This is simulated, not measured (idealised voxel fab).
Process module heading - voxel spacer lines
Cross-sectional view cut (width: 175 nm; square cell size: 5 nm).
A cross-section is written here as square cells arranged in a grid, and it is given in bands from the top down, each band taking up one or more rows of cells.
For a band, the entry starts with two heights in nm, that of the top and then that of the bottom, and carries on with the band's materials in order from left to right, each alongside its width in nm; the word "everywhere" beside a single material means it fills the band edge to edge, and "blank" means empty space.
Beneath 0, the wafer as received is one material, and that level is where height counting begins. The lowest band goes on downward without a bottom; it is written like "top 0, no bottom".
Quick explanation for "30 to 40": the width changes in equal steps down the rows of cells, from the first number in the band's top row to the second number in its bottom row.
Step note "nothing changed" = no cross-section cell changed.
This entry, "Sealed void listing", enumerates those empty regions of no fewer than 8 cells that possess no open connection to the top. Each region is reported in the form width x height at distance, the distance being taken from the left edge, with all three quantities expressed in nm.
On a step's line, text after the settings is the simulator commenting on that step.
"overlay nm" on a masked step: distance the mask lay right of its planned place, negative for left.
-- Planned process steps
1 RECEIVE,material Si
2 CONFORMAL_DEP,material Al2O3,thk nm 5
3 DIRECTIONAL_DEP,material SiN,thk nm 10
4 DIRECTIONAL_DEP,material polySi,thk nm 30
5 PATTERN,tone cover,mask id MANDREL,material resist,width nm 15,pitch nm 50,thk nm 35,overlay nm 0
6 DIRECTIONAL_ETCH,etch materials polySi,depth nm 30
7 STRIP,etch materials resist
8 CONFORMAL_DEP,material SiO2,thk nm 10
9 DIRECTIONAL_ETCH,etch materials SiO2,depth nm 10
10 STRIP,etch materials polySi
11 DIRECTIONAL_ETCH,etch materials SiN,depth nm 10
12 STRIP,etch materials SiO2
13 FILL_DEP,material SiO2,thk nm 5
14 CMP,height nm 15
-- First of two wafers, with the run carried out as planned
-- So this is the incoming wafer in cross-section - it's already been through step 1
- top 0, no bottom = Si everywhere
- Sealed void listing: none
-- Cross-section: wafer state after step 2
- top 5, bottom 0 = Al2O3 everywhere
- Anything lower than 0 is untouched.
-- Cross-section: wafer state after step 3
- top 15, bottom 5 = SiN everywhere
- Anything lower than 5 is untouched.
-- Cross-section: wafer state after step 4
- top 45, bottom 15 = polySi everywhere
- Anything lower than 15 is untouched.
-- Cross-section: wafer state after step 5
- top 80, bottom 45 = blank 55 / resist 15 / blank 35 / resist 15 / blank 55
- Anything lower than 45 is untouched.
-- Cross-section: wafer state after step 6
- top 80, bottom 45 = blank 55 / resist 15 / blank 35 / resist 15 / blank 55
- top 45, bottom 15 = blank 55 / polySi 15 / blank 35 / polySi 15 / blank 55
- Anything lower than 15 is untouched.
-- Cross-section: wafer state after step 7
- top 45, bottom 15 = blank 55 / polySi 15 / blank 35 / polySi 15 / blank 55
- Anything lower than 15 is untouched.
-- Cross-section: wafer state after step 8
- top 55, bottom 45 = blank 45 / SiO2 35 / blank 15 / SiO2 35 / blank 45
- top 45, bottom 25 = blank 45 / SiO2 10 / polySi 15 / SiO2 10 / blank 15 / SiO2 10 / polySi 15 / SiO2 10 / blank 45
- top 25, bottom 15 = SiO2 55 / polySi 15 / SiO2 35 / polySi 15 / SiO2 55
- Anything lower than 15 is untouched.
-- Cross-section: wafer state after step 9
- top 45, bottom 15 = blank 45 / SiO2 10 / polySi 15 / SiO2 10 / blank 15 / SiO2 10 / polySi 15 / SiO2 10 / blank 45
- Anything lower than 15 is untouched.
-- Cross-section: wafer state after step 10
- top 45, bottom 15 = blank 45 / SiO2 10 / blank 15 / SiO2 10 / blank 15 / SiO2 10 / blank 15 / SiO2 10 / blank 45
- Anything lower than 15 is untouched.
-- Cross-section: wafer state after step 11
- top 45, bottom 15 = blank 45 / SiO2 10 / blank 15 / SiO2 10 / blank 15 / SiO2 10 / blank 15 / SiO2 10 / blank 45
- top 15, bottom 5 = blank 45 / SiN 10 / blank 15 / SiN 10 / blank 15 / SiN 10 / blank 15 / SiN 10 / blank 45
- Anything lower than 5 is untouched.
-- Cross-section: wafer state after step 12
- top 15, bottom 5 = blank 45 / SiN 10 / blank 15 / SiN 10 / blank 15 / SiN 10 / blank 15 / SiN 10 / blank 45
- Anything lower than 5 is untouched.
-- Cross-section: wafer state after step 13
- top 20, bottom 15 = SiO2 everywhere
- top 15, bottom 5 = SiO2 45 / SiN 10 / SiO2 15 / SiN 10 / SiO2 15 / SiN 10 / SiO2 15 / SiN 10 / SiO2 45
- Anything lower than 5 is untouched.
-- Cross-section: wafer state after step 14
- top 15, bottom 5 = SiO2 45 / SiN 10 / SiO2 15 / SiN 10 / SiO2 15 / SiN 10 / SiO2 15 / SiN 10 / SiO2 45
- Anything lower than 5 is untouched.
-- Here the second wafer is described. Its start and its plan were those of the first wafer. Its run contained one mistake. Up to and including step 7, it did exactly what the first wafer did
-- What the second wafer looks like in cross-section when step 8 should have wrapped up
- top 50, bottom 45 = blank 50 / SiO2 25 / blank 25 / SiO2 25 / blank 50
- top 45, bottom 20 = blank 50 / SiO2 5 / polySi 15 / SiO2 5 / blank 25 / SiO2 5 / polySi 15 / SiO2 5 / blank 50
- top 20, bottom 15 = SiO2 55 / polySi 15 / SiO2 35 / polySi 15 / SiO2 55
- Anything lower than 15 is untouched.
-- What the second wafer looks like in cross-section when step 9 should have wrapped up
- top 45, bottom 40 = blank 55 / polySi 15 / blank 35 / polySi 15 / blank 55
- top 40, bottom 15 = blank 50 / SiO2 5 / polySi 15 / SiO2 5 / blank 25 / SiO2 5 / polySi 15 / SiO2 5 / blank 50
- Anything lower than 15 is untouched.
-- What the second wafer looks like in cross-section when step 10 should have wrapped up
- top 40, bottom 15 = blank 50 / SiO2 5 / blank 15 / SiO2 5 / blank 25 / SiO2 5 / blank 15 / SiO2 5 / blank 50
- Anything lower than 15 is untouched.
-- What the second wafer looks like in cross-section when step 11 should have wrapped up
- top 40, bottom 15 = blank 50 / SiO2 5 / blank 15 / SiO2 5 / blank 25 / SiO2 5 / blank 15 / SiO2 5 / blank 50
- top 15, bottom 5 = blank 50 / SiN 5 / blank 15 / SiN 5 / blank 25 / SiN 5 / blank 15 / SiN 5 / blank 50
- Anything lower than 5 is untouched.
-- What the second wafer looks like in cross-section when step 12 should have wrapped up
- top 15, bottom 5 = blank 50 / SiN 5 / blank 15 / SiN 5 / blank 25 / SiN 5 / blank 15 / SiN 5 / blank 50
- Anything lower than 5 is untouched.
-- What the second wafer looks like in cross-section when step 13 should have wrapped up
- top 20, bottom 15 = SiO2 everywhere
- top 15, bottom 5 = SiO2 50 / SiN 5 / SiO2 15 / SiN 5 / SiO2 25 / SiN 5 / SiO2 15 / SiN 5 / SiO2 50
- Anything lower than 5 is untouched.
-- What the second wafer looks like in cross-section when step 14 should have wrapped up
- top 15, bottom 5 = SiO2 50 / SiN 5 / SiO2 15 / SiN 5 / SiO2 25 / SiN 5 / SiO2 15 / SiN 5 / SiO2 50
- Anything lower than 5 is untouched.
What was done differently from what was planned? step 8 ran as: CONFORMAL_DEP,material SiO2,thk nm 5
Counted in cells at the end, the second wafer holds more or fewer of these materials than the first: SiN -8 | SiO2 +8
